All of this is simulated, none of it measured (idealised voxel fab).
Title: Process Module voxel wiring stack
Section shown: cut. Width: 245 nm. Cell size: 5 nm, square.
How to read a cross-section here: the picture is a grid of square cells, written as bands going from the top down, and any band can span one or more rows of cells. Within each band entry, the heights of the top and of the bottom of the band appear first, in that order and in nm; the materials of the band then follow from left to right, each with its corresponding width in nm. The designation "throughout" on a single material indicates that it fills the band from edge to edge; the designation "air" indicates empty space. Where do heights start? At 0: under that level the wafer as delivered is made of one material only. And the lowest band has no floor; it just carries on downward, as in "0 and below". Note: "30..40" means the width goes from the first number (top row of the band) to the second number (bottom row) in equal steps per row of cells. Where a step carries "no alterations made", the cross-section came out of it unchanged, cell for cell. Unvented voids: empty space of 8 cells or more with no open way to the top, each as width x height at its distance from the left edge, in nm. Heads up: the bit after the settings on a step's line is the simulator's remark on that step. "overlay nm" denotes, for a step that has a mask, the displacement of the mask to the right of its planned place, with negative values corresponding to the left.
So here's the lineup of process steps we planned:
1 RECEIVE,material Si
2 CONFORMAL_DEP,material SiO2,thk nm 10
3 CONFORMAL_DEP,material SiCN,thk nm 5
4 DIRECTIONAL_DEP,material SiO2,thk nm 20
5 MASKED_ETCH,tone open,mask id METAL_1,width nm 30,pitch nm 60,etch materials SiO2,depth nm 20,overlay nm 0
6 MASKED_ETCH,tone open,mask id METAL_1,width nm 30,pitch nm 60,etch materials SiCN,depth nm 5,overlay nm 0
7 CONFORMAL_DEP,material TiN,thk nm 5
8 FILL_DEP,material W,thk nm 10
9 CMP,height nm 35
10 CONFORMAL_DEP,material SiCN,thk nm 5
11 DIRECTIONAL_DEP,material lowk,thk nm 20
12 PATTERN,tone open,mask id PLUG_1,material resist,width nm 15,pitch nm 60,thk nm 15,overlay nm 0
13 DIRECTIONAL_ETCH,etch materials lowk,depth nm 20
14 DIRECTIONAL_ETCH,etch materials SiCN,depth nm 5
15 STRIP,etch materials resist
16 EPI,material Ru,thk nm 10
17 EPI,material Ru,thk nm 10
18 EPI,material Ru,thk nm 5
19 DIRECTIONAL_DEP,material TiN,thk nm 5
20 DIRECTIONAL_DEP,material Ru,thk nm 25
21 PATTERN,tone cover,mask id METAL_2,material resist,width nm 30,pitch nm 60,thk nm 15,overlay nm 0
22 DIRECTIONAL_ETCH,etch materials Ru,depth nm 25
23 DIRECTIONAL_ETCH,etch materials TiN,depth nm 5
24 STRIP,etch materials resist
25 FILL_DEP,material lowk,thk nm 10
26 CMP,height nm 90
27 CONFORMAL_DEP,material SiCN,thk nm 5
28 DIRECTIONAL_DEP,material SiO2,thk nm 30
29 PATTERN,tone open,mask id METAL_3,material resist,width nm 30,pitch nm 60,thk nm 20,overlay nm 0
30 DIRECTIONAL_ETCH,etch materials SiO2,depth nm 20
31 STRIP,etch materials resist
32 PATTERN,tone open,mask id METAL_3_HOLES,material resist,width nm 15,pitch nm 60,thk nm 15,overlay nm 0
33 DIRECTIONAL_ETCH,etch materials SiO2,depth nm 10
34 DIRECTIONAL_ETCH,etch materials SiCN,depth nm 5
35 STRIP,etch materials resist
36 CONFORMAL_DEP,material TiN,thk nm 5
37 FILL_DEP,material Ru,thk nm 5
38 CMP,height nm 125
39 CONFORMAL_DEP,material SiCN,thk nm 5
Here's what the wafer looked like in cross-section when it arrived - that's after step 1:
> 0 and below | Si throughout
> Unvented voids: none
First of two wafers, end-of-module section, run followed plan:
> 130 down to 125 | SiCN throughout
> 125 down to 110 | SiO2: 45, TiN: 5, Ru: 20, TiN: 5, SiO2: 30, TiN: 5, Ru: 20, TiN: 5, SiO2: 30, TiN: 5, Ru: 20, TiN: 5, SiO2: 50
> 110 down to 105 | SiO2: 45, TiN: 5, Ru: 5, TiN: 20, SiO2: 30, TiN: 5, Ru: 5, TiN: 20, SiO2: 30, TiN: 5, Ru: 5, TiN: 20, SiO2: 50
> 105 down to 95 | SiO2: 45, TiN: 5, Ru: 5, TiN: 5, SiO2: 45, TiN: 5, Ru: 5, TiN: 5, SiO2: 45, TiN: 5, Ru: 5, TiN: 5, SiO2: 65
> 95 down to 90 | SiCN: 45, TiN: 15, SiCN: 45, TiN: 15, SiCN: 45, TiN: 15, SiCN: 65
> 90 down to 65 | lowk: 45, Ru: 30, lowk: 30, Ru: 30, lowk: 30, Ru: 30, lowk: 50
> 65 down to 60 | lowk: 45, TiN: 30, lowk: 30, TiN: 30, lowk: 30, TiN: 30, lowk: 50
> 60 down to 40 | lowk: 45, Ru: 15, lowk: 45, Ru: 15, lowk: 45, Ru: 15, lowk: 65
> 40 down to 35 | SiCN: 45, Ru: 15, SiCN: 45, Ru: 15, SiCN: 45, Ru: 15, SiCN: 65
> 35 down to 15 | SiO2: 45, TiN: 5, W: 20, TiN: 5, SiO2: 30, TiN: 5, W: 20, TiN: 5, SiO2: 30, TiN: 5, W: 20, TiN: 5, SiO2: 50
> 15 down to 10 | SiCN: 45, TiN: 30, SiCN: 30, TiN: 30, SiCN: 30, TiN: 30, SiCN: 50
> 10 down to 0 | SiO2 throughout
> 0 and below | Si throughout
> Unvented voids: none
End of module, second wafer, cross-section. Started like the first, planned like the first, run with one mistake:
> 130 down to 125 | SiCN throughout
> 125 down to 120 | Ru throughout
> 120 down to 115 | TiN: 50, Ru: 20, TiN: 40, Ru: 20, TiN: 40, Ru: 20, TiN: 55
> 115 down to 105 | SiO2: 45, TiN: 5..20, Ru: 20..5, TiN: 5, SiO2: 30, TiN: 5..20, Ru: 20..5, TiN: 5, SiO2: 30, TiN: 5..20, Ru: 20..5, TiN: 5, SiO2: 50
> 105 down to 95 | SiO2: 60, TiN: 5, Ru: 5, TiN: 5, SiO2: 45, TiN: 5, Ru: 5, TiN: 5, SiO2: 45, TiN: 5, Ru: 5, TiN: 5, SiO2: 50
> 95 down to 90 | SiCN: 60, TiN: 15, SiCN: 45, TiN: 15, SiCN: 45, TiN: 15, SiCN: 50
> 90 down to 65 | lowk: 45, Ru: 30, lowk: 30, Ru: 30, lowk: 30, Ru: 30, lowk: 50
> 65 down to 60 | lowk: 45, TiN: 30, lowk: 30, TiN: 30, lowk: 30, TiN: 30, lowk: 50
> 60 down to 40 | lowk: 45, Ru: 15, lowk: 45, Ru: 15, lowk: 45, Ru: 15, lowk: 65
> 40 down to 35 | SiCN: 45, Ru: 15, SiCN: 45, Ru: 15, SiCN: 45, Ru: 15, SiCN: 65
> 35 down to 15 | SiO2: 45, TiN: 5, W: 20, TiN: 5, SiO2: 30, TiN: 5, W: 20, TiN: 5, SiO2: 30, TiN: 5, W: 20, TiN: 5, SiO2: 50
> 15 down to 10 | SiCN: 45, TiN: 30, SiCN: 30, TiN: 30, SiCN: 30, TiN: 30, SiCN: 50
> 10 down to 0 | SiO2 throughout
> 0 and below | Si throughout
> Unvented voids: none
Where did the run depart from the plan? step 32 was not run as planned; what actually ran was PATTERN,tone cover,mask id METAL_3_HOLES,material resist,width nm 15,pitch nm 60,thk nm 15,overlay nm 0
Upon completion, the second wafer contains, in terms of cells, a greater or smaller amount of certain materials than the first wafer: Ru +37, SiO2 -62, TiN +25
